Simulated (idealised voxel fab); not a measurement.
The following is a process module called voxel self aligned contacts.
Section cut is 200 nm wide and gridded with 5 nm square cells.
When this document writes out a cross-section, it uses a grid of square cells and lists it as bands, beginning at the top and moving down, with a band standing for one or more rows of cells.
Each band's line starts with the height of the band's top and of its bottom, in nm. Then come its materials from left to right, each with its width in nm. One material with "full width" fills the band from edge to edge. "blank" is empty space.
Heads up on the height convention: 0 is the point under which the incoming wafer is all one material, and the lowest band has no bottom, it just keeps going down, like "z 0 and below".
Read "30->40" as a graded width: first number on top, second number at the bottom, same change between each pair of neighbouring rows.
The cross-section has no changed cell in any step marked "all unchanged".
"Enclosed voids" contains a list of empty spaces, each no smaller than 8 cells and without an open way to the top, written in the form width x height at distance with the distance from the left edge and all three in nm.
On each step's line, the part that comes after the settings is the simulator's own comment on the step.
The optional step-line setting "overlay nm" applies to steps with a mask and quantifies how far to the right of its planned location the mask lay, a negative value indicating leftward placement.
Planned step list for the process
1 RECEIVE (material Si)
2 OXIDIZE (depth nm 5)
3 DIRECTIONAL_DEP (material polySi; thk nm 20)
4 DIRECTIONAL_DEP (material SiN; thk nm 25)
5 DIRECTIONAL_DEP (material aC; thk nm 10)
6 PATTERN (tone cover; mask id GATE; material resist; width nm 30; pitch nm 65; thk nm 30; overlay nm 0)
7 DIRECTIONAL_ETCH (etch materials aC; depth nm 10)
8 STRIP (etch materials resist)
9 DIRECTIONAL_ETCH (etch materials SiN; depth nm 25)
10 DIRECTIONAL_ETCH (etch materials polySi; depth nm 20)
11 STRIP (etch materials aC)
12 CONFORMAL_DEP (material SiN; thk nm 10)
13 DIRECTIONAL_ETCH (etch materials SiN; depth nm 10)
14 FILL_DEP (material SiO2; thk nm 20)
15 CMP (height nm 55)
16 MASKED_ETCH (tone open; mask id CONTACT; width nm 45; pitch nm 65; etch materials SiO2; depth nm 60; overlay nm 0)
17 CONFORMAL_DEP (material TiN; thk nm 5)
18 FILL_DEP (material Ru; thk nm 10)
19 CMP (height nm 55)
20 CONFORMAL_DEP (material SiN; thk nm 5)
First wafer of two (run as planned)
Cross-section of the wafer as it came to us, i.e., already through step 1
* z 0 and below: Si full width
* Enclosed voids: none
Step 2 done - wafer cross-section
* z 0 to -5: SiO2 full width
* Under the height -5 nothing was changed.
Step 3 done - wafer cross-section
* z 20 to 0: polySi full width
* Under the height 0 nothing was changed.
Step 4 done - wafer cross-section
* z 45 to 20: SiN full width
* Under the height 20 nothing was changed.
Step 5 done - wafer cross-section
* z 55 to 45: aC full width
* Under the height 45 nothing was changed.
Step 6 done - wafer cross-section
* z 85 to 55: 20 nm blank  30 nm resist  35 nm blank  30 nm resist  35 nm blank  30 nm resist  20 nm blank
* Under the height 55 nothing was changed.
Step 7 done - wafer cross-section
* z 75 to 55: 20 nm blank  30 nm resist  35 nm blank  30 nm resist  35 nm blank  30 nm resist  20 nm blank
* z 55 to 45: 20 nm blank  30 nm aC  35 nm blank  30 nm aC  35 nm blank  30 nm aC  20 nm blank
* Under the height 45 nothing was changed.
Step 8 done - wafer cross-section
* z 55 to 45: 20 nm blank  30 nm aC  35 nm blank  30 nm aC  35 nm blank  30 nm aC  20 nm blank
* Under the height 45 nothing was changed.
Step 9 done - wafer cross-section
* z 55 to 45: 20 nm blank  30 nm aC  35 nm blank  30 nm aC  35 nm blank  30 nm aC  20 nm blank
* z 45 to 20: 20 nm blank  30 nm SiN  35 nm blank  30 nm SiN  35 nm blank  30 nm SiN  20 nm blank
* Under the height 20 nothing was changed.
Step 10 done - wafer cross-section
* z 55 to 45: 20 nm blank  30 nm aC  35 nm blank  30 nm aC  35 nm blank  30 nm aC  20 nm blank
* z 45 to 20: 20 nm blank  30 nm SiN  35 nm blank  30 nm SiN  35 nm blank  30 nm SiN  20 nm blank
* z 20 to 0: 20 nm blank  30 nm polySi  35 nm blank  30 nm polySi  35 nm blank  30 nm polySi  20 nm blank
* Under the height 0 nothing was changed.
Step 11 done - wafer cross-section
* z 45 to 20: 20 nm blank  30 nm SiN  35 nm blank  30 nm SiN  35 nm blank  30 nm SiN  20 nm blank
* Under the height 20 nothing was changed.
Step 12 done - wafer cross-section
* z 55 to 20: 10 nm blank  50 nm SiN  15 nm blank  50 nm SiN  15 nm blank  50 nm SiN  10 nm blank
* z 20 to 10: 10 nm blank  10 nm SiN  30 nm polySi  10 nm SiN  15 nm blank  10 nm SiN  30 nm polySi  10 nm SiN  15 nm blank  10 nm SiN  30 nm polySi  10 nm SiN  10 nm blank
* z 10 to 0: 20 nm SiN  30 nm polySi  35 nm SiN  30 nm polySi  35 nm SiN  30 nm polySi  20 nm SiN
* Under the height 0 nothing was changed.
Step 13 done - wafer cross-section
* z 45 to 20: 10 nm blank  50 nm SiN  15 nm blank  50 nm SiN  15 nm blank  50 nm SiN  10 nm blank
* z 20 to 0: 10 nm blank  10 nm SiN  30 nm polySi  10 nm SiN  15 nm blank  10 nm SiN  30 nm polySi  10 nm SiN  15 nm blank  10 nm SiN  30 nm polySi  10 nm SiN  10 nm blank
* Under the height 0 nothing was changed.
Step 14 done - wafer cross-section
* z 65 to 45: SiO2 full width
* z 45 to 20: 10 nm SiO2  50 nm SiN  15 nm SiO2  50 nm SiN  15 nm SiO2  50 nm SiN  10 nm SiO2
* z 20 to 0: 10 nm SiO2  10 nm SiN  30 nm polySi  10 nm SiN  15 nm SiO2  10 nm SiN  30 nm polySi  10 nm SiN  15 nm SiO2  10 nm SiN  30 nm polySi  10 nm SiN  10 nm SiO2
* Under the height 0 nothing was changed.
Step 15 done - wafer cross-section
* z 55 to 45: SiO2 full width
* Under the height 45 nothing was changed.
Step 16 done - wafer cross-section
* z 55 to 45: 45 nm SiO2  45 nm blank  20 nm SiO2  45 nm blank  45 nm SiO2
* z 45 to 20: 10 nm SiO2  50 nm SiN  15 nm blank  50 nm SiN  15 nm blank  50 nm SiN  10 nm SiO2
* z 20 to 0: 10 nm SiO2  10 nm SiN  30 nm polySi  10 nm SiN  15 nm blank  10 nm SiN  30 nm polySi  10 nm SiN  15 nm blank  10 nm SiN  30 nm polySi  10 nm SiN  10 nm SiO2
* z 0 to -5: 60 nm SiO2  15 nm blank  50 nm SiO2  15 nm blank  60 nm SiO2
* Under the height -5 nothing was changed.
Step 17 done - wafer cross-section
* z 60 to 55: 50 nm TiN  35 nm blank  30 nm TiN  35 nm blank  50 nm TiN
* z 55 to 45: 45 nm SiO2  5->20 nm TiN  35->5 nm blank  5->20 nm TiN  20 nm SiO2  5->20 nm TiN  35->5 nm blank  5->20 nm TiN  45 nm SiO2
* z 45 to 20: 10 nm SiO2  50 nm SiN  5 nm TiN  5 nm blank  5 nm TiN  50 nm SiN  5 nm TiN  5 nm blank  5 nm TiN  50 nm SiN  10 nm SiO2
* z 20 to 0: 10 nm SiO2  10 nm SiN  30 nm polySi  10 nm SiN  5 nm TiN  5 nm blank  5 nm TiN  10 nm SiN  30 nm polySi  10 nm SiN  5 nm TiN  5 nm blank  5 nm TiN  10 nm SiN  30 nm polySi  10 nm SiN  10 nm SiO2
* z 0 to -5: 60 nm SiO2  15 nm TiN  50 nm SiO2  15 nm TiN  60 nm SiO2
* Under the height -5 nothing was changed.
Step 18 done - wafer cross-section
* z 70 to 60: Ru full width
* z 60 to 55: 50 nm TiN  35 nm Ru  30 nm TiN  35 nm Ru  50 nm TiN
* z 55 to 45: 45 nm SiO2  5->20 nm TiN  35->5 nm Ru  5->20 nm TiN  20 nm SiO2  5->20 nm TiN  35->5 nm Ru  5->20 nm TiN  45 nm SiO2
* z 45 to 20: 10 nm SiO2  50 nm SiN  5 nm TiN  5 nm Ru  5 nm TiN  50 nm SiN  5 nm TiN  5 nm Ru  5 nm TiN  50 nm SiN  10 nm SiO2
* z 20 to 0: 10 nm SiO2  10 nm SiN  30 nm polySi  10 nm SiN  5 nm TiN  5 nm Ru  5 nm TiN  10 nm SiN  30 nm polySi  10 nm SiN  5 nm TiN  5 nm Ru  5 nm TiN  10 nm SiN  30 nm polySi  10 nm SiN  10 nm SiO2
* Under the height 0 nothing was changed.
Step 19 done - wafer cross-section
* z 55 to 45: 45 nm SiO2  5->20 nm TiN  35->5 nm Ru  5->20 nm TiN  20 nm SiO2  5->20 nm TiN  35->5 nm Ru  5->20 nm TiN  45 nm SiO2
* Under the height 45 nothing was changed.
Step 20 done - wafer cross-section
* z 60 to 55: SiN full width
* Under the height 55 nothing was changed.
Here the second wafer is described. Its start and its plan were those of the first wafer. Its run contained one mistake. Up to and including step 5, it did exactly what the first wafer did
Second wafer cross-section, taken as of the time the plan sets for step 6 to be done
* z 85 to 55: 20 nm resist  30 nm blank  35 nm resist  30 nm blank  35 nm resist  30 nm blank  20 nm resist
* Under the height 55 nothing was changed.
Second wafer cross-section, taken as of the time the plan sets for step 7 to be done
* z 75 to 55: 20 nm resist  30 nm blank  35 nm resist  30 nm blank  35 nm resist  30 nm blank  20 nm resist
* z 55 to 45: 20 nm aC  30 nm blank  35 nm aC  30 nm blank  35 nm aC  30 nm blank  20 nm aC
* Under the height 45 nothing was changed.
Second wafer cross-section, taken as of the time the plan sets for step 8 to be done
* z 55 to 45: 20 nm aC  30 nm blank  35 nm aC  30 nm blank  35 nm aC  30 nm blank  20 nm aC
* Under the height 45 nothing was changed.
Second wafer cross-section, taken as of the time the plan sets for step 9 to be done
* z 55 to 45: 20 nm aC  30 nm blank  35 nm aC  30 nm blank  35 nm aC  30 nm blank  20 nm aC
* z 45 to 20: 20 nm SiN  30 nm blank  35 nm SiN  30 nm blank  35 nm SiN  30 nm blank  20 nm SiN
* Under the height 20 nothing was changed.
Second wafer cross-section, taken as of the time the plan sets for step 10 to be done
* z 55 to 45: 20 nm aC  30 nm blank  35 nm aC  30 nm blank  35 nm aC  30 nm blank  20 nm aC
* z 45 to 20: 20 nm SiN  30 nm blank  35 nm SiN  30 nm blank  35 nm SiN  30 nm blank  20 nm SiN
* z 20 to 0: 20 nm polySi  30 nm blank  35 nm polySi  30 nm blank  35 nm polySi  30 nm blank  20 nm polySi
* Under the height 0 nothing was changed.
Second wafer cross-section, taken as of the time the plan sets for step 11 to be done
* z 45 to 20: 20 nm SiN  30 nm blank  35 nm SiN  30 nm blank  35 nm SiN  30 nm blank  20 nm SiN
* Under the height 20 nothing was changed.
Second wafer cross-section, taken as of the time the plan sets for step 12 to be done
* z 55 to 20: 30 nm SiN  10 nm blank  55 nm SiN  10 nm blank  55 nm SiN  10 nm blank  30 nm SiN
* z 20 to 10: 20 nm polySi  10 nm SiN  10 nm blank  10 nm SiN  35 nm polySi  10 nm SiN  10 nm blank  10 nm SiN  35 nm polySi  10 nm SiN  10 nm blank  10 nm SiN  20 nm polySi
* z 10 to 0: 20 nm polySi  30 nm SiN  35 nm polySi  30 nm SiN  35 nm polySi  30 nm SiN  20 nm polySi
* Under the height 0 nothing was changed.
Second wafer cross-section, taken as of the time the plan sets for step 13 to be done
* z 45 to 20: 30 nm SiN  10 nm blank  55 nm SiN  10 nm blank  55 nm SiN  10 nm blank  30 nm SiN
* z 20 to 0: 20 nm polySi  10 nm SiN  10 nm blank  10 nm SiN  35 nm polySi  10 nm SiN  10 nm blank  10 nm SiN  35 nm polySi  10 nm SiN  10 nm blank  10 nm SiN  20 nm polySi
* Under the height 0 nothing was changed.
Second wafer cross-section, taken as of the time the plan sets for step 14 to be done
* z 65 to 45: SiO2 full width
* z 45 to 20: 30 nm SiN  10 nm SiO2  55 nm SiN  10 nm SiO2  55 nm SiN  10 nm SiO2  30 nm SiN
* z 20 to 0: 20 nm polySi  10 nm SiN  10 nm SiO2  10 nm SiN  35 nm polySi  10 nm SiN  10 nm SiO2  10 nm SiN  35 nm polySi  10 nm SiN  10 nm SiO2  10 nm SiN  20 nm polySi
* Under the height 0 nothing was changed.
Second wafer cross-section, taken as of the time the plan sets for step 15 to be done
* z 55 to 45: SiO2 full width
* Under the height 45 nothing was changed.
Second wafer cross-section, taken as of the time the plan sets for step 16 to be done
* z 55 to 45: 45 nm SiO2  45 nm blank  20 nm SiO2  45 nm blank  45 nm SiO2
* Under the height 45 nothing was changed.
Second wafer cross-section, taken as of the time the plan sets for step 17 to be done
* z 60 to 55: 50 nm TiN  35 nm blank  30 nm TiN  35 nm blank  50 nm TiN
* z 55 to 50: 45 nm SiO2  5 nm TiN  35 nm blank  5 nm TiN  20 nm SiO2  5 nm TiN  35 nm blank  5 nm TiN  45 nm SiO2
* z 50 to 45: 45 nm SiO2  45 nm TiN  20 nm SiO2  45 nm TiN  45 nm SiO2
* Under the height 45 nothing was changed.
Second wafer cross-section, taken as of the time the plan sets for step 18 to be done
* z 70 to 60: Ru full width
* z 60 to 55: 50 nm TiN  35 nm Ru  30 nm TiN  35 nm Ru  50 nm TiN
* z 55 to 50: 45 nm SiO2  5 nm TiN  35 nm Ru  5 nm TiN  20 nm SiO2  5 nm TiN  35 nm Ru  5 nm TiN  45 nm SiO2
* Under the height 50 nothing was changed.
Second wafer cross-section, taken as of the time the plan sets for step 19 to be done
* z 55 to 50: 45 nm SiO2  5 nm TiN  35 nm Ru  5 nm TiN  20 nm SiO2  5 nm TiN  35 nm Ru  5 nm TiN  45 nm SiO2
* Under the height 50 nothing was changed.
Second wafer cross-section, taken as of the time the plan sets for step 20 to be done
* z 60 to 55: SiN full width
* Under the height 55 nothing was changed.
What was the processing mistake? step 6: run off-plan, actual operation and settings PATTERN (tone open; mask id GATE; material resist; width nm 30; pitch nm 65; thk nm 30; overlay nm 0)
Cell-count delta at end, second wafer over first, by material: Ru: 20 fewer; SiN: 20 more; SiO2: 24 more; TiN: 40 fewer; polySi: 16 more
